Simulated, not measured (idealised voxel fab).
process module | voxel spacer lines
cross-section cut | 260 nm wide | cells 5 nm
A cross-section is a grid of square cells, given in bands from the top down. A band is one or more rows of cells.
Each band's line starts with the height of the band's top and of its bottom, in nm. Then come its materials from left to right, each with its width in nm. One material with "throughout" fills the band from edge to edge. "air" is empty space.
Height 0 is the level under which the wafer as received is all one material. The lowest band goes on downwards, as in "0 down".
A width such as "30 to 40" changes by the same amount from each row of cells to the next, from the band's top row to its bottom row.
"no change" after a step means that no cell of the cross-section changed.
closed voids: empty space of 8 cells or more with no open way to the top, each as width x height at its distance from the left edge, in nm
after a step's settings: what the simulator itself notes on the step
overlay nm, on a step with a mask: how far to the right of its planned place the mask lay; to the left if negative
plan
1 op RECEIVE | material Si
2 op CONFORMAL_DEP | material Al2O3 | thk nm 10
3 op DIRECTIONAL_DEP | material SiN | thk nm 10
4 op DIRECTIONAL_DEP | material aC | thk nm 25
5 op PATTERN | tone cover | mask id MANDREL | material resist | width nm 25 | pitch nm 70 | thk nm 35 | overlay nm 0
6 op DIRECTIONAL_ETCH | etch materials aC | depth nm 25
7 op STRIP | etch materials resist
8 op CONFORMAL_DEP | material SiO2 | thk nm 10
9 op DIRECTIONAL_ETCH | etch materials SiO2 | depth nm 10
10 op STRIP | etch materials aC
11 op DIRECTIONAL_ETCH | etch materials SiN | depth nm 10
12 op STRIP | etch materials SiO2
first wafer, as planned
as received, after step 1
  0 down: Si throughout
  closed voids: none
after step 2
  10 to 0: Al2O3 throughout
  below 0: unchanged
after step 3
  20 to 10: SiN throughout
  below 10: unchanged
after step 4
  45 to 20: aC throughout
  below 20: unchanged
after step 5
  80 to 45: air 45 | resist 25 | air 45 | resist 25 | air 45 | resist 25 | air 50
  below 45: unchanged
after step 6
  55 to 45: air 45 | resist 25 | air 45 | resist 25 | air 45 | resist 25 | air 50
  45 to 20: air 45 | aC 25 | air 45 | aC 25 | air 45 | aC 25 | air 50
  below 20: unchanged
after step 7
  45 to 20: air 45 | aC 25 | air 45 | aC 25 | air 45 | aC 25 | air 50
  below 20: unchanged
after step 8
  55 to 45: air 35 | SiO2 45 | air 25 | SiO2 45 | air 25 | SiO2 45 | air 40
  45 to 30: air 35 | SiO2 10 | aC 25 | SiO2 10 | air 25 | SiO2 10 | aC 25 | SiO2 10 | air 25 | SiO2 10 | aC 25 | SiO2 10 | air 40
  30 to 20: SiO2 45 | aC 25 | SiO2 45 | aC 25 | SiO2 45 | aC 25 | SiO2 50
  below 20: unchanged
after step 9
  45 to 20: air 35 | SiO2 10 | aC 25 | SiO2 10 | air 25 | SiO2 10 | aC 25 | SiO2 10 | air 25 | SiO2 10 | aC 25 | SiO2 10 | air 40
  below 20: unchanged
after step 10
  45 to 20: air 35 | SiO2 10 | air 25 | SiO2 10 | air 25 | SiO2 10 | air 25 | SiO2 10 | air 25 | SiO2 10 | air 25 | SiO2 10 | air 40
  below 20: unchanged
after step 11
  45 to 20: air 35 | SiO2 10 | air 25 | SiO2 10 | air 25 | SiO2 10 | air 25 | SiO2 10 | air 25 | SiO2 10 | air 25 | SiO2 10 | air 40
  20 to 10: air 35 | SiN 10 | air 25 | SiN 10 | air 25 | SiN 10 | air 25 | SiN 10 | air 25 | SiN 10 | air 25 | SiN 10 | air 40
  below 10: unchanged
after step 12
  20 to 10: air 35 | SiN 10 | air 25 | SiN 10 | air 25 | SiN 10 | air 25 | SiN 10 | air 25 | SiN 10 | air 25 | SiN 10 | air 40
  below 10: unchanged
second wafer: like start, like plan, one mistake. Through step 4 it matches the first wafer
when step 5 should have ended
  80 to 45: resist 45 | air 25 | resist 45 | air 25 | resist 45 | air 25 | resist 50
  below 45: unchanged
when step 6 should have ended
  55 to 45: resist 45 | air 25 | resist 45 | air 25 | resist 45 | air 25 | resist 50
  45 to 20: aC 45 | air 25 | aC 45 | air 25 | aC 45 | air 25 | aC 50
  below 20: unchanged
when step 7 should have ended
  45 to 20: aC 45 | air 25 | aC 45 | air 25 | aC 45 | air 25 | aC 50
  below 20: unchanged
when step 8 should have ended
  55 to 45: SiO2 55 | air 5 | SiO2 65 | air 5 | SiO2 65 | air 5 | SiO2 60
  45 to 30: aC 45 | SiO2 10 | air 5 | SiO2 10 | aC 45 | SiO2 10 | air 5 | SiO2 10 | aC 45 | SiO2 10 | air 5 | SiO2 10 | aC 50
  30 to 20: aC 45 | SiO2 25 | aC 45 | SiO2 25 | aC 45 | SiO2 25 | aC 50
  below 20: unchanged
when step 9 should have ended
  45 to 20: aC 45 | SiO2 10 | air 5 | SiO2 10 | aC 45 | SiO2 10 | air 5 | SiO2 10 | aC 45 | SiO2 10 | air 5 | SiO2 10 | aC 50
  below 20: unchanged
when step 10 should have ended
  45 to 20: air 45 | SiO2 10 | air 5 | SiO2 10 | air 45 | SiO2 10 | air 5 | SiO2 10 | air 45 | SiO2 10 | air 5 | SiO2 10 | air 50
  below 20: unchanged
when step 11 should have ended
  45 to 20: air 45 | SiO2 10 | air 5 | SiO2 10 | air 45 | SiO2 10 | air 5 | SiO2 10 | air 45 | SiO2 10 | air 5 | SiO2 10 | air 50
  20 to 10: air 45 | SiN 10 | air 5 | SiN 10 | air 45 | SiN 10 | air 5 | SiN 10 | air 45 | SiN 10 | air 5 | SiN 10 | air 50
  below 10: unchanged
when step 12 should have ended
  20 to 10: air 45 | SiN 10 | air 5 | SiN 10 | air 45 | SiN 10 | air 5 | SiN 10 | air 45 | SiN 10 | air 5 | SiN 10 | air 50
  below 10: unchanged
what went wrong: step 5 ran as: op PATTERN | tone open | mask id MANDREL | material resist | width nm 25 | pitch nm 70 | thk nm 35 | overlay nm 0
at the end the second wafer has, in cells: as many of each material as the first, in other places
